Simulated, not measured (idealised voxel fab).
Process module in this document: voxel ribs on slabs
Cross-section cut: width 190 nm, square cells of 5 nm.
Format of a cross-section: grid, square cells. Given as bands. Order: top down. Band: one or more rows of cells. Read a band's entry like this: the first values are the height of its top and the height of its bottom in nm, and what follows is the sequence of materials from left to right, each with its width in nm. Note that "empty" is empty space, and that a single material marked "edge to edge" reaches across the band from edge to edge. Heights are expressed relative to 0, this being the level below which the as-received wafer comprises one material exclusively. The lowest band is unbounded in the downward direction and is denoted as in "0 nm and below". When a width is written as two numbers, as in "30->40", the first number is the width in the top row of cells of the band and the second is the width in its bottom row, and the width changes by the same amount from each row to the next. No cell of the cross-section changed in a step that is given as "no change occurred". So "Fully enclosed voids" is basically the list of trapped voids: any empty space of 8 cells or more that can't reach the top through an opening. They're written width x height at distance, the distance being from the left edge, and it's all nm. On a step's line, text after the settings is the simulator commenting on that step. "overlay nm" answers the question of how far to the right of plan the mask lay on a step that has a mask, and when it is negative the answer is to the left. So the way this works: pairs, before and after one process step. The after picture only goes down to the lowest band that actually changed, nothing below. Step and its settings are under each pair. And watch out, pairs might come from different runs of this module, same starting wafer though, so a pair only follows on from the one above if its "Preceding state" entry tells you so.

**Preceding state**
- 70 nm to 50 nm: 60 empty  65 resist  65 empty
- 50 nm to 40 nm: W edge to edge
- 40 nm to 20 nm: SiN edge to edge
- 20 nm to 0 nm: SiO2 edge to edge
- 0 nm and below: Si edge to edge
- Fully enclosed voids: none

**Section, Post-Step**
- 50 nm to 40 nm: W edge to edge
- Nothing below the height 40 has changed.
- Fully enclosed voids: none
The structure shown above changes from one cross-section to the other through STRIP with etch materials resist

Preceding state: refer to the pair immediately above; the cross-section shown after its step is the state before this one.

**Section, Post-Step**
- 70 nm to 50 nm: SiO2 edge to edge
- Nothing below the height 50 has changed.
- Fully enclosed voids: none
The structure shown above changes from one cross-section to the other through FILL_DEP with material SiO2, thk nm 20

Preceding state: refer to the pair immediately above; the cross-section shown after its step is the state before this one.

**Section, Post-Step**
- 50 nm to 40 nm: W edge to edge
- Nothing below the height 40 has changed.
- Fully enclosed voids: none
The structure shown above changes from one cross-section to the other through CMP with height nm 50

Preceding state: refer to the pair immediately above; the cross-section shown after its step is the state before this one.

**Section, Post-Step**
- 60 nm to 40 nm: W edge to edge
- Nothing below the height 40 has changed.
- Fully enclosed voids: none
The structure shown above changes from one cross-section to the other through DIRECTIONAL_DEP with material W, thk nm 10

Preceding state: refer to the pair immediately above; the cross-section shown after its step is the state before this one.

**Section, Post-Step**
- 75 nm to 60 nm: 80 empty  25 resist  85 empty
- Nothing below the height 60 has changed.
- Fully enclosed voids: none
The structure shown above changes from one cross-section to the other through PATTERN with tone cover, mask id HEATER, material resist, width nm 25, thk nm 15, overlay nm 0

Preceding state: refer to the pair immediately above; the cross-section shown after its step is the state before this one.

**Section, Post-Step**
- 75 nm to 60 nm: 80 empty  25 resist  85 empty
- 60 nm to 50 nm: 80 empty  25 W  85 empty
- Nothing below the height 50 has changed.
- Fully enclosed voids: none
The structure shown above changes from one cross-section to the other through DIRECTIONAL_ETCH with etch materials W, depth nm 10

Preceding state: refer to the pair immediately above; the cross-section shown after its step is the state before this one.

**Section, Post-Step**
- 60 nm to 50 nm: 80 empty  25 W  85 empty
- Nothing below the height 50 has changed.
- Fully enclosed voids: none
The structure shown above changes from one cross-section to the other through STRIP with etch materials resist

Preceding state: refer to the pair immediately above; the cross-section shown after its step is the state before this one.

**Section, Post-Step**
- 65 nm to 60 nm: 75 empty  35 SiN  80 empty
- 60 nm to 55 nm: 75 empty  5 SiN  25 W  5 SiN  80 empty
- 55 nm to 50 nm: 80 SiN  25 W  85 SiN
- Nothing below the height 50 has changed.
- Fully enclosed voids: none
The structure shown above changes from one cross-section to the other through CONFORMAL_DEP with material SiN, thk nm 5

**Preceding state**
- 50 nm to 40 nm: aC edge to edge
- 40 nm to 20 nm: SiN edge to edge
- 20 nm to 0 nm: SiO2 edge to edge
- 0 nm and below: Si edge to edge
- Fully enclosed voids: none

**Section, Post-Step**
- 75 nm to 50 nm: 85 resist  15 empty  90 resist
- Nothing below the height 50 has changed.
- Fully enclosed voids: none
The structure shown above changes from one cross-section to the other through PATTERN with tone open, mask id RIB, material resist, width nm 15, thk nm 25, overlay nm 0

Preceding state: refer to the pair immediately above; the cross-section shown after its step is the state before this one.

**Section, Post-Step**
- 65 nm to 50 nm: 85 resist  15 empty  90 resist
- 50 nm to 40 nm: 85 aC  15 empty  90 aC
- Nothing below the height 40 has changed.
- Fully enclosed voids: none
The structure shown above changes from one cross-section to the other through DIRECTIONAL_ETCH with etch materials aC, depth nm 10

Preceding state: refer to the pair immediately above; the cross-section shown after its step is the state before this one.

**Section, Post-Step**
- 50 nm to 40 nm: 85 aC  15 empty  90 aC
- Nothing below the height 40 has changed.
- Fully enclosed voids: none
The structure shown above changes from one cross-section to the other through STRIP with etch materials resist

Preceding state: refer to the pair immediately above; the cross-section shown after its step is the state before this one.

**Section, Post-Step**
- 50 nm to 40 nm: 85 aC  15 empty  90 aC
- 40 nm to 25 nm: 85 SiN  15 empty  90 SiN
- Nothing below the height 25 has changed.
- Fully enclosed voids: none
The structure shown above changes from one cross-section to the other through DIRECTIONAL_ETCH with etch materials SiN, depth nm 15

Preceding state: refer to the pair immediately above; the cross-section shown after its step is the state before this one.

**Section, Post-Step**
- 40 nm to 25 nm: 85 SiN  15 empty  90 SiN
- Nothing below the height 25 has changed.
- Fully enclosed voids: none
The structure shown above changes from one cross-section to the other through STRIP with etch materials aC

Preceding state: refer to the pair immediately above; the cross-section shown after its step is the state before this one.

**Section, Post-Step**
- 60 nm to 40 nm: 60 empty  65 resist  65 empty
- 40 nm to 25 nm: 85 SiN  15 resist  90 SiN
- Nothing below the height 25 has changed.
- Fully enclosed voids: none
The structure shown above changes from one cross-section to the other through PATTERN with tone cover, mask id SLAB, material resist, width nm 65, thk nm 20, overlay nm 0

Preceding state: refer to the pair immediately above; the cross-section shown after its step is the state before this one.

**Section, Post-Step**
- 60 nm to 40 nm: 60 empty  65 resist  65 empty
- 40 nm to 35 nm: 60 empty  25 SiN  15 resist  25 SiN  65 empty
- Nothing below the height 35 has changed.
- Fully enclosed voids: none
The structure shown above changes from one cross-section to the other through DIRECTIONAL_ETCH with etch materials SiN, depth nm 5

Preceding state: refer to the pair immediately above; the cross-section shown after its step is the state before this one.

**Section, Post-Step**
- 40 nm to 35 nm: 60 empty  25 SiN  15 empty  25 SiN  65 empty
- 35 nm to 25 nm: 85 SiN  15 empty  90 SiN
- Nothing below the height 25 has changed.
- Fully enclosed voids: none
The structure shown above changes from one cross-section to the other through STRIP with etch materials resist

Preceding state: refer to the pair immediately above; the cross-section shown after its step is the state before this one.

**Section, Post-Step**
- 60 nm to 40 nm: SiO2 edge to edge
- 40 nm to 35 nm: 60 SiO2  25 SiN  15 SiO2  25 SiN  65 SiO2
- 35 nm to 25 nm: 85 SiN  15 SiO2  90 SiN
- Nothing below the height 25 has changed.
- Fully enclosed voids: none
The structure shown above changes from one cross-section to the other through FILL_DEP with material SiO2, thk nm 20

Preceding state: refer to the pair immediately above; the cross-section shown after its step is the state before this one.

**Section, Post-Step**
- 50 nm to 40 nm: SiO2 edge to edge
- Nothing below the height 40 has changed.
- Fully enclosed voids: none
The structure shown above changes from one cross-section to the other through CMP with height nm 50

Preceding state: refer to the pair immediately above; the cross-section shown after its step is the state before this one.

**Section, Post-Step**
- 60 nm to 50 nm: W edge to edge
- Nothing below the height 50 has changed.
- Fully enclosed voids: none
The structure shown above changes from one cross-section to the other through DIRECTIONAL_DEP with material W, thk nm 10

Preceding state: refer to the pair immediately above; the cross-section shown after its step is the state before this one.

**Section, Post-Step**
- 75 nm to 60 nm: 80 empty  25 resist  85 empty
- Nothing below the height 60 has changed.
- Fully enclosed voids: none
The structure shown above changes from one cross-section to the other through PATTERN with tone cover, mask id HEATER, material resist, width nm 25, thk nm 15, overlay nm 0

Preceding state: refer to the pair immediately above; the cross-section shown after its step is the state before this one.

**Section, Post-Step**
- 75 nm to 60 nm: 80 empty  25 resist  85 empty
- 60 nm to 50 nm: 80 empty  25 W  85 empty
- Nothing below the height 50 has changed.
- Fully enclosed voids: none
The structure shown above changes from one cross-section to the other through DIRECTIONAL_ETCH with etch materials W, depth nm 10

Preceding state: refer to the pair immediately above; the cross-section shown after its step is the state before this one.

**Section, Post-Step**
- 60 nm to 50 nm: 80 empty  25 W  85 empty
- Nothing below the height 50 has changed.
- Fully enclosed voids: none
The structure shown above changes from one cross-section to the other through STRIP with etch materials resist

Preceding state: refer to the pair immediately above; the cross-section shown after its step is the state before this one.

**Section, Post-Step**
- 65 nm to 60 nm: 75 empty  35 SiN  80 empty
- 60 nm to 55 nm: 75 empty  5 SiN  25 W  5 SiN  80 empty
- 55 nm to 50 nm: 80 SiN  25 W  85 SiN
- Nothing below the height 50 has changed.
- Fully enclosed voids: none
The structure shown above changes from one cross-section to the other through CONFORMAL_DEP with material SiN, thk nm 5
